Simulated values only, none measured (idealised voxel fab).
A process module follows: voxel plated lines.
Each square cell in cross-section cut measures 5 nm, and the section as a whole is 230 nm wide.
We lay out every cross-section as a grid of square cells and spell it out in bands from the top down, where one band means one or more rows of cells.
What a band's entry tells you: where the top is and where the bottom is, as heights in nm, and after that what lies inside, material by material from left to right, each with its width in nm. Empty space is written as the word "blank", and a single material marked with the word "all across" occupies the band from edge to edge.
Height reference: 0 = level under which incoming wafer is all one material. Lowest band: no bottom, runs on downward, e.g. "top 0, no bottom".
Width: "30->40" (first number = top row, second number = bottom row, same change from row to row of cells).
No cell of the cross-section changed in a step that is given as "nothing changed".
What "Closed cavities" gives you is every empty space of 8 cells or more that is cut off from the top. Each appears as width x height at distance, with the distance taken from the left edge and width, height and distance all in nm.
It should be noted that, on the line of a given step, the content following the step's settings is a remark produced by the simulator itself with respect to that step.
overlay nm: for a step with a mask, the amount by which the mask lay right of where it was planned; a negative amount means left of it.

So here's the lineup of process steps we planned:
1,RECEIVE, material Si
2,CONFORMAL_DEP, material Al2O3, thk nm 5
3,DIRECTIONAL_DEP, material TiN, thk nm 5
4,PATTERN, tone open, mask id LINES, material resist, width nm 15, pitch nm 45, thk nm 35, overlay nm 0
5,EPI, material Ru, thk nm 10
6,EPI, material Ru, thk nm 5
7,EPI, material Ru, thk nm 5
8,STRIP, etch materials resist
9,DIRECTIONAL_ETCH, etch materials TiN, depth nm 5
10,CONFORMAL_DEP, material SiO2, thk nm 5
For this document, wafers share an identical start and vary in the step 4 width nm; the plan quotes the first wafer's value.

Cross-section, first of several wafers, as delivered after step 1:
top 0, no bottom  Si all across
Closed cavities: none

End of module, by wafer: material-by-material cell gain (+) or loss (-) since receipt, then closed voids:
width nm 15 | +46 Al2O3 | +48 Ru | +86 SiO2 | +12 TiN | Closed cavities: none
width nm 20 | +46 Al2O3 | +64 Ru | +86 SiO2 | +16 TiN | Closed cavities: none
width nm 25 | +46 Al2O3 | +80 Ru | +86 SiO2 | +20 TiN | Closed cavities: none
width nm 30 | +46 Al2O3 | +96 Ru | +86 SiO2 | +24 TiN | Closed cavities: none
